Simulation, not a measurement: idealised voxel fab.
The name of this process module is voxel local oxidation.
Shown is cross-section cut, with a width of 255 nm and square cells of size 5 nm.
The cross-sections in this document take the form of a grid made of square cells. They are written out as bands, in order from top to bottom. Each band consists of one or more rows of cells.
The band entry comprises the height of the band's top followed by the height of its bottom, expressed in nm, and subsequently the band's materials from left to right, each stated together with its width in nm. Where a single material is marked with the word "throughout", that material fills the band from edge to edge. The word "air" represents empty space.
It should be noted that heights are counted from 0, beneath which the wafer as supplied is of one material throughout, and that the lowest band possesses no lower boundary but continues downward, as written in "top 0, no bottom".
The two numbers in a width such as "30 to 40" mark its ends across the band: the first belongs to the top row of cells, the second to the bottom row, and from each row to the next the width moves by the same amount.
You'll sometimes find "nothing got changed" written for a step, and that's the way of saying that nowhere in the cross-section did a cell change during that step.
Closed-off voids of 8+ cells (no open route to the top) go in "Listed closed voids", written width x height at distance from the left edge, in nm.
On a step's line, text after the settings is the simulator commenting on that step.
The setting "overlay nm" may be written on the line of a step. When the step uses a mask, the value reports how far to the right of the planned place the mask lay, and a negative value reports that it lay to the left.
### Process steps foreseen in the plan
| 1 | RECEIVE, material Si |
| 2 | CONFORMAL_DEP, material SiO2, thk nm 5 |
| 3 | CONFORMAL_DEP, material SiN, thk nm 15 |
| 4 | PATTERN, tone cover, mask id ACTIVE, material resist, width nm 115, thk nm 15, overlay nm 0 |
| 5 | DIRECTIONAL_ETCH, etch materials SiN, depth nm 15 |
| 6 | STRIP, etch materials resist |
| 7 | SELECTIVE_ETCH, etch materials SiO2, depth nm 5 |
| 8 | OXIDIZE, depth nm 15 |
| 9 | STRIP, etch materials SiN |
### Here's what the wafer looked like in cross-section when it arrived - that's after step 1
top 0, no bottom  Si throughout
Listed closed voids: none
### Looking at the first of two wafers in cross-section at end of module - ran to plan
top 5, bottom 0  75 nm air; 105 nm SiO2; 75 nm air
top 0, bottom -15  90 nm SiO2; 75 nm Si; 90 nm SiO2
top -15, no bottom  Si throughout
Listed closed voids: none
### Cross-section at end of module for the second wafer of two, which matched the first in starting point and plan and differed by one mistake in its processing
top 0, bottom -15  90 nm air; 75 nm Si; 90 nm air
top -15, no bottom  Si throughout
Listed closed voids: none
What broke from the plan during processing? in deviation from the planned setting, step 9 was conducted as STRIP, etch materials SiO2
Final difference in cells, second wafer against first, listed per material as more or fewer: -129 SiO2
